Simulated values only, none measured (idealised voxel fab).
A process module follows: voxel capacitor over wiring.
The figure presents cross-section cut, which has a width of 260 nm and is divided into square cells with an edge length of 5 nm.
Square cells in a grid make up a cross-section in this document, and the grid is given as bands, listed from the top down, each one or more rows of cells. The entry gives the band's vertical extent as a top height and a bottom height in nm, then its horizontal make-up as materials from left to right, each with a width in nm. "blank" stands for empty space; a single material marked "throughout" fills the band edge to edge. Ref level 0: as-received wafer is one material below here. Bottom band extends down with no lower bound ("from 0 down"). Per-row width for "30..40": begins at first number (top row of band), ends at second number (bottom row), increment between rows held constant. Given "all unchanged" for a step, no cell of the cross-section differs between before and after that step. Any empty space of 8 cells or more lacking an open way to the top shows up in "Voids, sealed" as width x height at distance, distance from the left edge, in nm. Post-settings text on a step line: simulator's own remark regarding the step. A step line may carry the setting "overlay nm", which, for steps involving a mask, states the distance by which the mask lay to the right of its intended position; negative values denote displacement to the left.

# Steps planned for the process
1,RECEIVE [material Si]
2,CONFORMAL_DEP [material SiO2] [thk nm 10]
3,DIRECTIONAL_DEP [material TiN] [thk nm 5]
4,DIRECTIONAL_DEP [material W] [thk nm 20]
5,DIRECTIONAL_DEP [material aC] [thk nm 15]
6,PATTERN [tone cover] [mask id METAL_1] [material resist] [width nm 25] [pitch nm 90] [thk nm 35] [overlay nm 0]
7,DIRECTIONAL_ETCH [etch materials aC] [depth nm 15]
8,STRIP [etch materials resist]
9,DIRECTIONAL_ETCH [etch materials W] [depth nm 20]
10,DIRECTIONAL_ETCH [etch materials TiN] [depth nm 5]
11,STRIP [etch materials aC]
12,FILL_DEP [material lowk] [thk nm 5]
13,CMP [height nm 35]
14,CONFORMAL_DEP [material SiCN] [thk nm 5]
15,DIRECTIONAL_DEP [material lowk] [thk nm 10]
16,MASKED_ETCH [tone open] [mask id PLUG_1] [width nm 15] [etch materials lowk] [depth nm 10] [overlay nm 0]
17,MASKED_ETCH [tone open] [mask id PLUG_1] [width nm 15] [etch materials SiCN] [depth nm 5] [overlay nm 0]
18,EPI [material Ru] [thk nm 10]
19,EPI [material Ru] [thk nm 5]
20,DIRECTIONAL_DEP [material TiN] [thk nm 10]
21,DIRECTIONAL_DEP [material Al2O3] [thk nm 5]
22,DIRECTIONAL_DEP [material TiN] [thk nm 10]
23,PATTERN [tone cover] [mask id UPPER_PLATE] [material resist] [width nm 70] [thk nm 20] [overlay nm 0]
24,DIRECTIONAL_ETCH [etch materials TiN] [depth nm 10]
25,DIRECTIONAL_ETCH [etch materials Al2O3] [depth nm 5]
26,STRIP [etch materials resist]
27,PATTERN [tone cover] [mask id LOWER_PLATE] [material resist] [width nm 80] [thk nm 15] [overlay nm 0]
28,DIRECTIONAL_ETCH [etch materials TiN] [depth nm 10]
29,STRIP [etch materials resist]
30,FILL_DEP [material SiO2] [thk nm 20]
31,CMP [height nm 90]
32,PATTERN [tone open] [mask id PLUG_2] [material resist] [width nm 15] [thk nm 15] [overlay nm 0]
33,DIRECTIONAL_ETCH [etch materials SiO2] [depth nm 15]
34,STRIP [etch materials resist]
35,CONFORMAL_DEP [material TiN] [thk nm 5]
36,FILL_DEP [material W] [thk nm 5]
37,CMP [height nm 90]
38,CONFORMAL_DEP [material SiCN] [thk nm 5]

# As-received state of the wafer in cross-section, equivalent to post-step 1
from 0 down: Si throughout
Voids, sealed: none

# Cross-sectional image of the first of two wafers at the end of the module, the run having proceeded as planned
from 95 to 90: SiCN throughout
from 90 to 80: SiO2 90  TiN 5  W 5  TiN 5  SiO2 155
from 80 to 75: SiO2 90  TiN 15  SiO2 155
from 75 to 65: SiO2 80  TiN 70  SiO2 110
from 65 to 60: SiO2 80  Al2O3 70  SiO2 110
from 60 to 50: SiO2 75  TiN 80  SiO2 105
from 50 to 40: lowk 80  Ru 15  lowk 165
from 40 to 35: SiCN 80  Ru 15  SiCN 165
from 35 to 15: lowk 70  W 25  lowk 65  W 25  lowk 75
from 15 to 10: lowk 70  TiN 25  lowk 65  TiN 25  lowk 75
from 10 to 0: SiO2 throughout
from 0 down: Si throughout
Voids, sealed: none

# Second wafer cross-section at end of module - shared start and plan with the first, one mistake in the run
from 95 to 90: SiCN throughout
from 90 to 80: SiO2 90  TiN 5  W 5  TiN 5  SiO2 155
from 80 to 75: SiO2 90  TiN 15  SiO2 155
from 75 to 70: SiO2 throughout
from 70 to 65: SiO2 80  TiN 70  SiO2 110
from 65 to 60: SiO2 80  Al2O3 70  SiO2 110
from 60 to 50: SiO2 75  TiN 80  SiO2 105
from 50 to 40: lowk 80  Ru 15  lowk 165
from 40 to 35: SiCN 80  Ru 15  SiCN 165
from 35 to 15: lowk 70  W 25  lowk 65  W 25  lowk 75
from 15 to 10: lowk 70  TiN 25  lowk 65  TiN 25  lowk 75
from 10 to 0: SiO2 throughout
from 0 down: Si throughout
Voids, sealed: none
Diagnosis: for step 22, the planned setting was not used; the step was instead run as DIRECTIONAL_DEP [material TiN] [thk nm 5]
Counted in cells at the end, the second wafer holds more or fewer of these materials than the first: SiO2 +14 | TiN -14
